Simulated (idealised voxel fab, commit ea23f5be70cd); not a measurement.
Process module, titled voxel transistor to metal
Xsec cut, 300 nm wide, square cell size 5 nm.
Heads up, the way a cross-section reads in here is a grid of square cells, handed over as bands from the top down, with every band being one or more rows of cells. The band entry comprises the height of the band's top followed by the height of its bottom, expressed in nm, and subsequently the band's materials from left to right, each stated together with its width in nm. Where a single material is marked with the word "edge to edge", that material fills the band from edge to edge. The word "air" represents empty space. A quick word on heights: they are counted from 0, and under that level the wafer as it came to us is one material throughout. The lowest band is different from the rest in having no bottom; it simply continues downward, written as in "from 0 down". A width such as "30 to 40" changes by the same amount from each row of cells to the next, from the band's top row to its bottom row. Step marked "nothing was modified"? Then no cell in the cross-section changed in it. Entry "Enclosed empty spaces" = empty spaces >= 8 cells with no open way to the top; each as width x height at distance, distance from left edge, all nm. after a step's settings: what the simulator itself notes on the step. Each step line may optionally specify "overlay nm", which for a step with a mask gives the rightward distance between the mask's planned place and where it lay, a negative value indicating the leftward direction.

**The steps planned for the process are as follows**
1,RECEIVE | material Si
2,OXIDIZE | depth nm 5
3,CONFORMAL_DEP | material SiN | thk nm 15
4,PATTERN | tone cover | mask id ACTIVE | material resist | width nm 95 | pitch nm 115 | thk nm 20 | overlay nm 0
5,DIRECTIONAL_ETCH | etch materials SiN | depth nm 15
6,DIRECTIONAL_ETCH | etch materials SiO2 | depth nm 5
7,DIRECTIONAL_ETCH | etch materials Si | depth nm 35
8,STRIP | etch materials resist
9,FILL_DEP | material SiO2 | thk nm 15
10,CMP | height nm 15
11,SELECTIVE_ETCH | etch materials SiO2 | depth nm 10
12,STRIP | etch materials SiN
13,SELECTIVE_ETCH | etch materials SiO2 | depth nm 5
14,OXIDIZE | depth nm 5
15,DIRECTIONAL_DEP | material polySi | thk nm 20
16,DIRECTIONAL_DEP | material SiCN | thk nm 10
17,PATTERN | tone cover | mask id GATE | material resist | width nm 25 | pitch nm 115 | thk nm 15 | overlay nm 0
18,DIRECTIONAL_ETCH | etch materials SiCN | depth nm 20
19,DIRECTIONAL_ETCH | etch materials polySi | depth nm 30
20,STRIP | etch materials resist
21,CONFORMAL_DEP | material SiN | thk nm 5
22,DIRECTIONAL_ETCH | etch materials SiN | depth nm 5
23,DIRECTIONAL_ETCH | etch materials SiO2 | depth nm 5
24,EPI | material SiGe | thk nm 5
25,FILL_DEP | material SiO2 | thk nm 10
26,CMP | height nm 15
27,STRIP | etch materials polySi
28,SELECTIVE_ETCH | etch materials SiO2 | depth nm 5
29,CONFORMAL_DEP | material HfO2 | thk nm 5
30,CONFORMAL_DEP | material TiN | thk nm 5
31,FILL_DEP | material W | thk nm 10
32,CMP | height nm 10
33,DIRECTIONAL_DEP | material SiO2 | thk nm 10
34,DIRECTIONAL_DEP | material aC | thk nm 10
35,PATTERN | tone open | mask id CONTACT | material resist | width nm 15 | thk nm 30 | overlay nm 0
36,DIRECTIONAL_ETCH | etch materials aC | depth nm 10
37,STRIP | etch materials resist
38,DIRECTIONAL_ETCH | etch materials SiO2 | depth nm 25
39,STRIP | etch materials aC
40,CONFORMAL_DEP | material TiN | thk nm 5
41,FILL_DEP | material Ru | thk nm 5
42,CMP | height nm 20
43,CONFORMAL_DEP | material SiN | thk nm 5
44,DIRECTIONAL_DEP | material SiO2 | thk nm 25
45,MASKED_ETCH | tone open | mask id METAL_1 | width nm 15 | etch materials SiO2 | depth nm 25 | overlay nm 0
46,MASKED_ETCH | tone open | mask id METAL_1 | width nm 15 | etch materials SiN | depth nm 5 | overlay nm 0
47,CONFORMAL_DEP | material TiN | thk nm 5
48,FILL_DEP | material Ru | thk nm 10
49,CMP | height nm 50
50,CONFORMAL_DEP | material SiCN | thk nm 5
51,DIRECTIONAL_DEP | material lowk | thk nm 30
52,DIRECTIONAL_DEP | material aC | thk nm 10
53,PATTERN | tone open | mask id METAL_2 | material resist | width nm 15 | pitch nm 115 | thk nm 25 | overlay nm 0
54,DIRECTIONAL_ETCH | etch materials aC | depth nm 10
55,STRIP | etch materials resist
56,DIRECTIONAL_ETCH | etch materials lowk | depth nm 20
57,STRIP | etch materials aC
58,DIRECTIONAL_DEP | material aC | thk nm 15
59,PATTERN | tone open | mask id METAL_2_HOLES | material resist | width nm 15 | pitch nm 115 | thk nm 30 | overlay nm 0
60,DIRECTIONAL_ETCH | etch materials aC | depth nm 15
61,STRIP | etch materials resist
62,DIRECTIONAL_ETCH | etch materials lowk | depth nm 10
63,DIRECTIONAL_ETCH | etch materials SiCN | depth nm 5
64,STRIP | etch materials aC
65,CONFORMAL_DEP | material TiN | thk nm 5
66,FILL_DEP | material Ru | thk nm 10
67,CMP | height nm 85
68,CONFORMAL_DEP | material SiN | thk nm 5

**Step 1 complete: cross-section of the wafer as received**
> from 0 down | Si edge to edge
> Enclosed empty spaces: none

**Wafer cross-section at end of module: start and plan as shown above, one execution error**
> from 90 to 85 | SiN edge to edge
> from 85 to 55 | 50 nm lowk  5 nm TiN  5 nm Ru  5 nm TiN  100 nm lowk  5 nm TiN  5 nm Ru  5 nm TiN  120 nm lowk
> from 55 to 50 | 50 nm SiCN  15 nm TiN  100 nm SiCN  15 nm TiN  120 nm SiCN
> from 50 to 25 | 50 nm SiO2  5 nm TiN  5 nm Ru  5 nm TiN  55 nm SiO2  5 nm TiN  5 nm Ru  5 nm TiN  30 nm SiO2  5 nm TiN  5 nm Ru  5 nm TiN  55 nm SiO2  5 nm TiN  5 nm Ru  5 nm TiN  50 nm SiO2
> from 25 to 20 | 50 nm SiN  15 nm TiN  55 nm SiN  15 nm TiN  30 nm SiN  15 nm TiN  55 nm SiN  15 nm TiN  50 nm SiN
> from 20 to 10 | 50 nm SiO2  5 nm TiN  5 nm Ru  5 nm TiN  55 nm SiO2  5 nm TiN  5 nm Ru  5 nm TiN  30 nm SiO2  5 nm TiN  5 nm Ru  5 nm TiN  55 nm SiO2  5 nm TiN  5 nm Ru  5 nm TiN  50 nm SiO2
> from 10 to 0 | 50 nm SiO2  5 nm TiN  5 nm Ru  5 nm TiN  10 nm SiO2  5 nm SiN  5 nm HfO2  5 nm TiN  5 nm W  5 nm TiN  5 nm HfO2  5 nm SiN  10 nm SiO2  5 nm TiN  5 nm Ru  5 nm TiN  30 nm SiO2  5 nm TiN  5 nm Ru  5 nm TiN  10 nm SiO2  5 nm SiN  5 nm HfO2  5 nm TiN  5 nm W  5 nm TiN  5 nm HfO2  5 nm SiN  10 nm SiO2  5 nm TiN  5 nm Ru  5 nm TiN  50 nm SiO2
> from 0 to -5 | 40 nm SiO2  5 nm SiN  5 nm SiO2  15 nm TiN  10 nm SiO2  5 nm SiN  5 nm HfO2  15 nm TiN  5 nm HfO2  5 nm SiN  10 nm SiO2  15 nm TiN  5 nm SiO2  5 nm SiN  10 nm SiO2  5 nm SiN  5 nm SiO2  15 nm TiN  10 nm SiO2  5 nm SiN  5 nm HfO2  15 nm TiN  5 nm HfO2  5 nm SiN  10 nm SiO2  15 nm TiN  5 nm SiO2  5 nm SiN  40 nm SiO2
> from -5 to -10 | 45 nm SiO2  30 nm SiGe  35 nm HfO2  30 nm SiGe  20 nm SiO2  30 nm SiGe  35 nm HfO2  30 nm SiGe  45 nm SiO2
> from -10 to -75 | 45 nm SiO2  95 nm Si  20 nm SiO2  95 nm Si  45 nm SiO2
> from -75 down | Si edge to edge
> Enclosed empty spaces: none
Plan not followed: step 7 of the plan was performed twice
